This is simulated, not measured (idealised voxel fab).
process module | voxel transistor to metal
The cross-section on display is named cut; it measures 185 nm wide, and its cells are 5 nm squares.
Just so we're on the same page, the cross-sections are grids of square cells, and they're listed out in bands top to bottom, each band one or more rows deep.
Heads up on the band format: heights come first, top then bottom, in nm. After that it's the materials left to right, each with its width in nm. A single material flagged "all across" fills the whole band edge to edge, and "air" means there's empty space there.
Height is counted from the level 0, under which the received wafer is composed throughout of one material. The lowest of the bands is not closed at the bottom but continues downward, in the notation "z 0 and below".
The expression "30..40" gives the width at the extremes of the band, the first number at its top row of cells and the second at its bottom row, with the width changing by equal amounts from each row to the next in between.
Any step labelled "nothing different" changed none of the cells in the cross-section.
If an empty space has no open way to the top and is at least 8 cells in size, "Closed cavity list" lists it, written width x height at distance, where distance is measured from the left edge and every value is in nm.
That trailing text on a step's line, after the settings, is the simulator's own remark on the step.
overlay nm: on a step with a mask, how far right of its planned place the mask lay; negative means left.
**The planned process steps are enumerated hereunder**
1. RECEIVE,material Si
2. CONFORMAL_DEP,material SiO2,thk nm 5
3. CONFORMAL_DEP,material SiN,thk nm 10
4. DIRECTIONAL_DEP,material aC,thk nm 10
5. PATTERN,tone cover,mask id ACTIVE,material resist,width nm 125,thk nm 30,overlay nm 0
6. DIRECTIONAL_ETCH,etch materials aC,depth nm 10
7. STRIP,etch materials resist
8. DIRECTIONAL_ETCH,etch materials SiN,depth nm 10
9. DIRECTIONAL_ETCH,etch materials SiO2,depth nm 5
10. DIRECTIONAL_ETCH,etch materials Si,depth nm 20
11. STRIP,etch materials aC
12. FILL_DEP,material SiO2,thk nm 10
13. CMP,height nm 15
14. SELECTIVE_ETCH,etch materials SiO2,depth nm 5
15. STRIP,etch materials SiN
16. SELECTIVE_ETCH,etch materials SiO2,depth nm 5
17. OXIDIZE,depth nm 5
18. DIRECTIONAL_DEP,material polySi,thk nm 30
19. DIRECTIONAL_DEP,material SiCN,thk nm 10
20. MASKED_ETCH,tone cover,mask id GATE,width nm 35,etch materials SiCN,depth nm 20,overlay nm 0
21. MASKED_ETCH,tone cover,mask id GATE,width nm 35,etch materials polySi,depth nm 40,overlay nm 0
22. CONFORMAL_DEP,material SiN,thk nm 10
23. DIRECTIONAL_ETCH,etch materials SiN,depth nm 10
24. DIRECTIONAL_ETCH,etch materials SiO2,depth nm 5
25. DIRECTIONAL_ETCH,etch materials Si,depth nm 5
26. EPI,material SiGe,thk nm 5
27. FILL_DEP,material SiO2,thk nm 5
28. CMP,height nm 30
29. STRIP,etch materials polySi
30. SELECTIVE_ETCH,etch materials SiO2,depth nm 5
31. CONFORMAL_DEP,material HfO2,thk nm 5
32. CONFORMAL_DEP,material TiN,thk nm 5
33. FILL_DEP,material W,thk nm 5
34. CMP,height nm 25
35. DIRECTIONAL_DEP,material SiO2,thk nm 15
36. MASKED_ETCH,tone open,mask id CONTACT,width nm 20,pitch nm 95,etch materials SiO2,depth nm 45,overlay nm 0
37. CONFORMAL_DEP,material TiN,thk nm 5
38. FILL_DEP,material Ru,thk nm 5
39. CMP,height nm 40
40. CONFORMAL_DEP,material SiN,thk nm 5
41. DIRECTIONAL_DEP,material SiO2,thk nm 15
42. PATTERN,tone open,mask id METAL_1,material resist,width nm 20,pitch nm 95,thk nm 15,overlay nm 0
43. DIRECTIONAL_ETCH,etch materials SiO2,depth nm 15
44. DIRECTIONAL_ETCH,etch materials SiN,depth nm 5
45. STRIP,etch materials resist
46. CONFORMAL_DEP,material TiN,thk nm 5
47. FILL_DEP,material Cu,thk nm 10
48. CMP,height nm 60
49. CONFORMAL_DEP,material SiN,thk nm 5
**Account of the first of two wafers, which was processed as intended**
**Received-state cross-section, reflecting completion of step 1**
    z 0 and below: Si all across
    Closed cavity list: none
**Once step 2 is through, the wafer looks like this in cross-section**
    z 5 to 0: SiO2 all across
    All layers under 0 are left as they were.
**Once step 3 is through, the wafer looks like this in cross-section**
    z 15 to 5: SiN all across
    All layers under 5 are left as they were.
**Once step 4 is through, the wafer looks like this in cross-section**
    z 25 to 15: aC all across
    All layers under 15 are left as they were.
**Once step 5 is through, the wafer looks like this in cross-section**
    z 55 to 25: 30 air  125 resist  30 air
    All layers under 25 are left as they were.
**Once step 6 is through, the wafer looks like this in cross-section**
    z 45 to 25: 30 air  125 resist  30 air
    z 25 to 15: 30 air  125 aC  30 air
    All layers under 15 are left as they were.
**Once step 7 is through, the wafer looks like this in cross-section**
    z 25 to 15: 30 air  125 aC  30 air
    All layers under 15 are left as they were.
**Once step 8 is through, the wafer looks like this in cross-section**
    z 25 to 15: 30 air  125 aC  30 air
    z 15 to 5: 30 air  125 SiN  30 air
    All layers under 5 are left as they were.
**Once step 9 is through, the wafer looks like this in cross-section**
    z 25 to 15: 30 air  125 aC  30 air
    z 15 to 5: 30 air  125 SiN  30 air
    z 5 to 0: 30 air  125 SiO2  30 air
    All layers under 0 are left as they were.
**Once step 10 is through, the wafer looks like this in cross-section**
    z 25 to 15: 30 air  125 aC  30 air
    z 15 to 5: 30 air  125 SiN  30 air
    z 5 to 0: 30 air  125 SiO2  30 air
    z 0 to -20: 30 air  125 Si  30 air
    All layers under -20 are left as they were.
**Once step 11 is through, the wafer looks like this in cross-section**
    z 15 to 5: 30 air  125 SiN  30 air
    All layers under 5 are left as they were.
**Once step 12 is through, the wafer looks like this in cross-section**
    z 25 to 15: SiO2 all across
    z 15 to 5: 30 SiO2  125 SiN  30 SiO2
    z 5 to 0: SiO2 all across
    z 0 to -20: 30 SiO2  125 Si  30 SiO2
    All layers under -20 are left as they were.
**Once step 13 is through, the wafer looks like this in cross-section**
    z 15 to 5: 30 SiO2  125 SiN  30 SiO2
    All layers under 5 are left as they were.
**Once step 14 is through, the wafer looks like this in cross-section**
    z 15 to 10: 30 air  125 SiN  30 air
    All layers under 10 are left as they were.
**Once step 15 is through, the wafer looks like this in cross-section**
    z 10 to 5: 30 SiO2  125 air  30 SiO2
    All layers under 5 are left as they were.
**Once step 16 is through, the wafer looks like this in cross-section**
    z 5 to 0: 25 SiO2  135 air  25 SiO2
    All layers under 0 are left as they were.
**Once step 17 is through, the wafer looks like this in cross-section**
    z 5 to 0: 25 SiO2  135 air  25 SiO2
    z 0 to -5: SiO2 all across
    All layers under -5 are left as they were.
**Once step 18 is through, the wafer looks like this in cross-section**
    z 35 to 30: 25 polySi  135 air  25 polySi
    z 30 to 5: polySi all across
    z 5 to 0: 25 SiO2  135 polySi  25 SiO2
    All layers under 0 are left as they were.
**Once step 19 is through, the wafer looks like this in cross-section**
    z 45 to 40: 25 SiCN  135 air  25 SiCN
    z 40 to 35: SiCN all across
    z 35 to 30: 25 polySi  135 SiCN  25 polySi
    All layers under 30 are left as they were.
**Once step 20 is through, the wafer looks like this in cross-section**
    z 40 to 35: 75 air  35 SiCN  75 air
    z 35 to 30: 25 polySi  50 air  35 SiCN  50 air  25 polySi
    All layers under 30 are left as they were.
**Once step 21 is through, the wafer looks like this in cross-section**
    z 40 to 30: 75 air  35 SiCN  75 air
    z 30 to 5: 75 air  35 polySi  75 air
    z 5 to 0: 25 SiO2  50 air  35 polySi  50 air  25 SiO2
    All layers under 0 are left as they were.
**Once step 22 is through, the wafer looks like this in cross-section**
    z 50 to 40: 65 air  55 SiN  65 air
    z 40 to 30: 65 air  10 SiN  35 SiCN  10 SiN  65 air
    z 30 to 15: 65 air  10 SiN  35 polySi  10 SiN  65 air
    z 15 to 10: 35 SiN  30 air  10 SiN  35 polySi  10 SiN  30 air  35 SiN
    z 10 to 5: 75 SiN  35 polySi  75 SiN
    z 5 to 0: 25 SiO2  50 SiN  35 polySi  50 SiN  25 SiO2
    All layers under 0 are left as they were.
**Once step 23 is through, the wafer looks like this in cross-section**
    z 40 to 30: 65 air  10 SiN  35 SiCN  10 SiN  65 air
    z 30 to 5: 65 air  10 SiN  35 polySi  10 SiN  65 air
    z 5 to 0: 25 SiO2  10 SiN  30 air  10 SiN  35 polySi  10 SiN  30 air  10 SiN  25 SiO2
    All layers under 0 are left as they were.
**Once step 24 is through, the wafer looks like this in cross-section**
    z 40 to 30: 65 air  10 SiN  35 SiCN  10 SiN  65 air
    z 30 to 5: 65 air  10 SiN  35 polySi  10 SiN  65 air
    z 5 to 0: 25 air  10 SiN  30 air  10 SiN  35 polySi  10 SiN  30 air  10 SiN  25 air
    z 0 to -5: 35 SiO2  30 air  55 SiO2  30 air  35 SiO2
    All layers under -5 are left as they were.
**Once step 25 is through, the wafer looks like this in cross-section**
    z 40 to 30: 65 air  10 SiN  35 SiCN  10 SiN  65 air
    z 30 to 5: 65 air  10 SiN  35 polySi  10 SiN  65 air
    z 5 to 0: 25 air  10 SiN  30 air  10 SiN  35 polySi  10 SiN  30 air  10 SiN  25 air
    z 0 to -5: 35 SiO2  30 air  55 SiO2  30 air  35 SiO2
    z -5 to -10: 30 SiO2  5 Si  30 air  55 Si  30 air  5 Si  30 SiO2
    All layers under -10 are left as they were.
**Once step 26 is through, the wafer looks like this in cross-section**
    z 40 to 30: 65 air  10 SiN  35 SiCN  10 SiN  65 air
    z 30 to 5: 65 air  10 SiN  35 polySi  10 SiN  65 air
    z 5 to 0: 25 air  10 SiN  30 air  10 SiN  35 polySi  10 SiN  30 air  10 SiN  25 air
    z 0 to -5: 35 SiO2  5 SiGe  20 air  5 SiGe  55 SiO2  5 SiGe  20 air  5 SiGe  35 SiO2
    z -5 to -10: 30 SiO2  5 Si  30 SiGe  55 Si  30 SiGe  5 Si  30 SiO2
    All layers under -10 are left as they were.
**Once step 27 is through, the wafer looks like this in cross-section**
    z 45 to 40: SiO2 all across
    z 40 to 30: 65 SiO2  10 SiN  35 SiCN  10 SiN  65 SiO2
    z 30 to 5: 65 SiO2  10 SiN  35 polySi  10 SiN  65 SiO2
    z 5 to 0: 25 SiO2  10 SiN  30 SiO2  10 SiN  35 polySi  10 SiN  30 SiO2  10 SiN  25 SiO2
    z 0 to -5: 35 SiO2  5 SiGe  20 SiO2  5 SiGe  55 SiO2  5 SiGe  20 SiO2  5 SiGe  35 SiO2
    All layers under -5 are left as they were.
**Once step 28 is through, the wafer looks like this in cross-section**
    z 30 to 5: 65 SiO2  10 SiN  35 polySi  10 SiN  65 SiO2
    All layers under 5 are left as they were.
**Once step 29 is through, the wafer looks like this in cross-section**
    z 30 to 5: 65 SiO2  10 SiN  35 air  10 SiN  65 SiO2
    z 5 to 0: 25 SiO2  10 SiN  30 SiO2  10 SiN  35 air  10 SiN  30 SiO2  10 SiN  25 SiO2
    All layers under 0 are left as they were.
**Once step 30 is through, the wafer looks like this in cross-section**
    z 30 to 25: 65 air  10 SiN  35 air  10 SiN  65 air
    z 25 to 5: 65 SiO2  10 SiN  35 air  10 SiN  65 SiO2
    z 5 to 0: 25 SiO2  10 SiN  30 SiO2  10 SiN  35 air  10 SiN  30 SiO2  10 SiN  25 SiO2
    z 0 to -5: 35 SiO2  5 SiGe  20 SiO2  5 SiGe  5 SiO2  45 air  5 SiO2  5 SiGe  20 SiO2  5 SiGe  35 SiO2
    All layers under -5 are left as they were.
**Once step 31 is through, the wafer looks like this in cross-section**
    z 35 to 30: 60 air  20 HfO2  25 air  20 HfO2  60 air
    z 30 to 25: 65 HfO2  10 SiN  5 HfO2  25 air  5 HfO2  10 SiN  65 HfO2
    z 25 to 5: 65 SiO2  10 SiN  5 HfO2  25 air  5 HfO2  10 SiN  65 SiO2
    z 5 to 0: 25 SiO2  10 SiN  30 SiO2  10 SiN  5 HfO2  25 air  5 HfO2  10 SiN  30 SiO2  10 SiN  25 SiO2
    z 0 to -5: 35 SiO2  5 SiGe  20 SiO2  5 SiGe  5 SiO2  45 HfO2  5 SiO2  5 SiGe  20 SiO2  5 SiGe  35 SiO2
    All layers under -5 are left as they were.
**Once step 32 is through, the wafer looks like this in cross-section**
    z 40 to 35: 55 air  30 TiN  15 air  30 TiN  55 air
    z 35 to 30: 60 TiN  20 HfO2  5 TiN  15 air  5 TiN  20 HfO2  60 TiN
    z 30 to 25: 65 HfO2  10 SiN  5 HfO2  5 TiN  15 air  5 TiN  5 HfO2  10 SiN  65 HfO2
    z 25 to 5: 65 SiO2  10 SiN  5 HfO2  5 TiN  15 air  5 TiN  5 HfO2  10 SiN  65 SiO2
    z 5 to 0: 25 SiO2  10 SiN  30 SiO2  10 SiN  5 HfO2  25 TiN  5 HfO2  10 SiN  30 SiO2  10 SiN  25 SiO2
    All layers under 0 are left as they were.
**Once step 33 is through, the wafer looks like this in cross-section**
    z 45 to 40: W all across
    z 40 to 35: 55 W  30 TiN  15 W  30 TiN  55 W
    z 35 to 30: 60 TiN  20 HfO2  5 TiN  15 W  5 TiN  20 HfO2  60 TiN
    z 30 to 25: 65 HfO2  10 SiN  5 HfO2  5 TiN  15 W  5 TiN  5 HfO2  10 SiN  65 HfO2
    z 25 to 5: 65 SiO2  10 SiN  5 HfO2  5 TiN  15 W  5 TiN  5 HfO2  10 SiN  65 SiO2
    All layers under 5 are left as they were.
**Once step 34 is through, the wafer looks like this in cross-section**
    z 25 to 5: 65 SiO2  10 SiN  5 HfO2  5 TiN  15 W  5 TiN  5 HfO2  10 SiN  65 SiO2
    All layers under 5 are left as they were.
**Once step 35 is through, the wafer looks like this in cross-section**
    z 40 to 25: SiO2 all across
    All layers under 25 are left as they were.
**Once step 36 is through, the wafer looks like this in cross-section**
    z 40 to 25: 35 SiO2  20 air  75 SiO2  20 air  35 SiO2
    z 25 to 5: 35 SiO2  20 air  10 SiO2  10 SiN  5 HfO2  5 TiN  15 W  5 TiN  5 HfO2  10 SiN  10 SiO2  20 air  35 SiO2
    z 5 to 0: 25 SiO2  10 SiN  20 air  10 SiO2  10 SiN  5 HfO2  25 TiN  5 HfO2  10 SiN  10 SiO2  20 air  10 SiN  25 SiO2
    z 0 to -5: 35 SiO2  5 SiGe  15 air  5 SiO2  5 SiGe  5 SiO2  45 HfO2  5 SiO2  5 SiGe  5 SiO2  15 air  5 SiGe  35 SiO2
    All layers under -5 are left as they were.
**Once step 37 is through, the wafer looks like this in cross-section**
    z 45 to 40: 40 TiN  10 air  85 TiN  10 air  40 TiN
    z 40 to 25: 35 SiO2  5 TiN  10 air  5 TiN  75 SiO2  5 TiN  10 air  5 TiN  35 SiO2
    z 25 to 5: 35 SiO2  5 TiN  10 air  5 TiN  10 SiO2  10 SiN  5 HfO2  5 TiN  15 W  5 TiN  5 HfO2  10 SiN  10 SiO2  5 TiN  10 air  5 TiN  35 SiO2
    z 5 to 0: 25 SiO2  10 SiN  10 TiN  5 air  5 TiN  10 SiO2  10 SiN  5 HfO2  25 TiN  5 HfO2  10 SiN  10 SiO2  5 TiN  5 air  10 TiN  10 SiN  25 SiO2
    z 0 to -5: 35 SiO2  5 SiGe  15 TiN  5 SiO2  5 SiGe  5 SiO2  45 HfO2  5 SiO2  5 SiGe  5 SiO2  15 TiN  5 SiGe  35 SiO2
    All layers under -5 are left as they were.
**Once step 38 is through, the wafer looks like this in cross-section**
    z 50 to 45: Ru all across
    z 45 to 40: 40 TiN  10 Ru  85 TiN  10 Ru  40 TiN
    z 40 to 25: 35 SiO2  5 TiN  10 Ru  5 TiN  75 SiO2  5 TiN  10 Ru  5 TiN  35 SiO2
    z 25 to 5: 35 SiO2  5 TiN  10 Ru  5 TiN  10 SiO2  10 SiN  5 HfO2  5 TiN  15 W  5 TiN  5 HfO2  10 SiN  10 SiO2  5 TiN  10 Ru  5 TiN  35 SiO2
    z 5 to 0: 25 SiO2  10 SiN  10 TiN  5 Ru  5 TiN  10 SiO2  10 SiN  5 HfO2  25 TiN  5 HfO2  10 SiN  10 SiO2  5 TiN  5 Ru  10 TiN  10 SiN  25 SiO2
    All layers under 0 are left as they were.
**Once step 39 is through, the wafer looks like this in cross-section**
    z 40 to 25: 35 SiO2  5 TiN  10 Ru  5 TiN  75 SiO2  5 TiN  10 Ru  5 TiN  35 SiO2
    All layers under 25 are left as they were.
**Once step 40 is through, the wafer looks like this in cross-section**
    z 45 to 40: SiN all across
    All layers under 40 are left as they were.
**Once step 41 is through, the wafer looks like this in cross-section**
    z 60 to 45: SiO2 all across
    All layers under 45 are left as they were.
**Once step 42 is through, the wafer looks like this in cross-section**
    z 75 to 60: 35 resist  20 air  75 resist  20 air  35 resist
    All layers under 60 are left as they were.
**Once step 43 is through, the wafer looks like this in cross-section**
    z 75 to 60: 35 resist  20 air  75 resist  20 air  35 resist
    z 60 to 45: 35 SiO2  20 air  75 SiO2  20 air  35 SiO2
    All layers under 45 are left as they were.
**Once step 44 is through, the wafer looks like this in cross-section**
    z 75 to 60: 35 resist  20 air  75 resist  20 air  35 resist
    z 60 to 45: 35 SiO2  20 air  75 SiO2  20 air  35 SiO2
    z 45 to 40: 35 SiN  20 air  75 SiN  20 air  35 SiN
    All layers under 40 are left as they were.
**Once step 45 is through, the wafer looks like this in cross-section**
    z 60 to 45: 35 SiO2  20 air  75 SiO2  20 air  35 SiO2
    All layers under 45 are left as they were.
**Once step 46 is through, the wafer looks like this in cross-section**
    z 65 to 60: 40 TiN  10 air  85 TiN  10 air  40 TiN
    z 60 to 45: 35 SiO2  5 TiN  10 air  5 TiN  75 SiO2  5 TiN  10 air  5 TiN  35 SiO2
    z 45 to 40: 35 SiN  20 TiN  75 SiN  20 TiN  35 SiN
    All layers under 40 are left as they were.
**Once step 47 is through, the wafer looks like this in cross-section**
    z 75 to 65: Cu all across
    z 65 to 60: 40 TiN  10 Cu  85 TiN  10 Cu  40 TiN
    z 60 to 45: 35 SiO2  5 TiN  10 Cu  5 TiN  75 SiO2  5 TiN  10 Cu  5 TiN  35 SiO2
    All layers under 45 are left as they were.
**Once step 48 is through, the wafer looks like this in cross-section**
    z 60 to 45: 35 SiO2  5 TiN  10 Cu  5 TiN  75 SiO2  5 TiN  10 Cu  5 TiN  35 SiO2
    All layers under 45 are left as they were.
**Once step 49 is through, the wafer looks like this in cross-section**
    z 65 to 60: SiN all across
    All layers under 60 are left as they were.
**Regarding the second of the two wafers: it shared the first wafer's starting condition and process plan, yet one error occurred during its execution. Its history coincides with that of the first wafer up to and including step 41**
**Second wafer, sectioned view, at step 42's planned end time**
    z 75 to 60: 30 resist  30 air  65 resist  30 air  30 resist
    All layers under 60 are left as they were.
**Second wafer, sectioned view, at step 43's planned end time**
    z 75 to 60: 30 resist  30 air  65 resist  30 air  30 resist
    z 60 to 45: 30 SiO2  30 air  65 SiO2  30 air  30 SiO2
    All layers under 45 are left as they were.
**Second wafer, sectioned view, at step 44's planned end time**
    z 75 to 60: 30 resist  30 air  65 resist  30 air  30 resist
    z 60 to 45: 30 SiO2  30 air  65 SiO2  30 air  30 SiO2
    z 45 to 40: 30 SiN  30 air  65 SiN  30 air  30 SiN
    All layers under 40 are left as they were.
**Second wafer, sectioned view, at step 45's planned end time**
    z 60 to 45: 30 SiO2  30 air  65 SiO2  30 air  30 SiO2
    All layers under 45 are left as they were.
**Second wafer, sectioned view, at step 46's planned end time**
    z 65 to 60: 35 TiN  20 air  75 TiN  20 air  35 TiN
    z 60 to 45: 30 SiO2  5 TiN  20 air  5 TiN  65 SiO2  5 TiN  20 air  5 TiN  30 SiO2
    z 45 to 40: 30 SiN  30 TiN  65 SiN  30 TiN  30 SiN
    All layers under 40 are left as they were.
**Second wafer, sectioned view, at step 47's planned end time**
    z 75 to 65: Cu all across
    z 65 to 60: 35 TiN  20 Cu  75 TiN  20 Cu  35 TiN
    z 60 to 45: 30 SiO2  5 TiN  20 Cu  5 TiN  65 SiO2  5 TiN  20 Cu  5 TiN  30 SiO2
    All layers under 45 are left as they were.
**Second wafer, sectioned view, at step 48's planned end time**
    z 60 to 45: 30 SiO2  5 TiN  20 Cu  5 TiN  65 SiO2  5 TiN  20 Cu  5 TiN  30 SiO2
    All layers under 45 are left as they were.
**Second wafer, sectioned view, at step 49's planned end time**
    z 65 to 60: SiN all across
    All layers under 60 are left as they were.
Diagnosis: step 42 off recipe, ran as PATTERN,tone open,mask id METAL_1,material resist,width nm 30,pitch nm 95,thk nm 15,overlay nm 0
The closing comparison, in cells, has the second wafer with more or fewer of some materials than the first: +12 Cu, -4 SiN, -12 SiO2, +4 TiN
